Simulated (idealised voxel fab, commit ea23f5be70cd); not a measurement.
process module | voxel gate over fins
cross-section cut | 155 nm wide | cells 5 nm
A cross-section is a grid of square cells, given in bands from the top down. A band is one or more rows of cells.
Each band's line starts with the height of the band's top and of its bottom, in nm. Then come its materials from left to right, each with its width in nm. One material with "throughout" fills the band from edge to edge. "air" is empty space.
Height 0 is the level under which the wafer as received is all one material. The lowest band goes on downwards, as in "0 down".
A width such as "30 to 40" changes by the same amount from each row of cells to the next, from the band's top row to its bottom row.
"no change" after a step means that no cell of the cross-section changed.
closed voids: empty space of 8 cells or more with no open way to the top, each as width x height at its distance from the left edge, in nm
after a step's settings: what the simulator itself notes on the step
overlay nm, on a step with a mask: how far to the right of its planned place the mask lay; to the left if negative
plan
1 op RECEIVE | material Si
2 op CONFORMAL_DEP | material SiN | thk nm 5
3 op PATTERN | tone cover | mask id FINS | material resist | width nm 15 | pitch nm 35 | thk nm 15 | overlay nm 0
4 op DIRECTIONAL_ETCH | etch materials SiN | depth nm 5
5 op DIRECTIONAL_ETCH | etch materials Si | depth nm 30
6 op STRIP | etch materials resist
7 op OXIDIZE | depth nm 5
8 op FILL_DEP | material SiO2 | thk nm 15
9 op CMP | height nm 5
10 op SELECTIVE_ETCH | etch materials SiO2 | depth nm 15
11 op STRIP | etch materials SiN
12 op CONFORMAL_DEP | material HfO2 | thk nm 5
13 op CONFORMAL_DEP | material TiN | thk nm 5
14 op FILL_DEP | material W | thk nm 10
15 op CMP | height nm 15
16 op CONFORMAL_DEP | material SiCN | thk nm 10
as received, after step 1
  0 down: Si throughout
  closed voids: none
first wafer at the end, as planned
  25 to 15: SiCN throughout
  15 to 10: W throughout
  10 to 5: W 45 | TiN 25 | W 10 | TiN 25 | W 50
  5 to 0: W 45 | TiN 5 | HfO2 15 | TiN 5 | W 10 | TiN 5 | HfO2 15 | TiN 5 | W 50
  0 to -5: TiN 50 | HfO2 5 | Si 5 | HfO2 5 | TiN 20 | HfO2 5 | Si 5 | HfO2 5 | TiN 55
  -5 to -10: HfO2 55 | Si 5 | HfO2 30 | Si 5 | HfO2 60
  -10 to -35: SiO2 55 | Si 5 | SiO2 30 | Si 5 | SiO2 60
  -35 down: Si throughout
  closed voids: none
second wafer at the end: like start, like plan, one mistake
  25 to 15: SiCN throughout
  15 to 10: W throughout
  10 to 5: W 45 | TiN 25 | W 10 | TiN 25 | W 50
  5 to 0: W 45 | TiN 5 | HfO2 15 | TiN 5 | W 10 | TiN 5 | HfO2 15 | TiN 5 | W 50
  0 to -15: W 45 | TiN 5 | HfO2 5 | Si 5 | HfO2 5 | TiN 5 | W 10 | TiN 5 | HfO2 5 | Si 5 | HfO2 5 | TiN 5 | W 50
  -15 to -20: TiN 50 | HfO2 5 | Si 5 | HfO2 5 | TiN 20 | HfO2 5 | Si 5 | HfO2 5 | TiN 55
  -20 to -25: HfO2 55 | Si 5 | HfO2 30 | Si 5 | HfO2 60
  -25 to -35: SiO2 55 | Si 5 | SiO2 30 | Si 5 | SiO2 60
  -35 down: Si throughout
  closed voids: none
what went wrong: step 10 was run twice
at the end the second wafer has, in cells: 12 more of HfO2 | 87 fewer of SiO2 | 12 more of TiN | 63 more of W
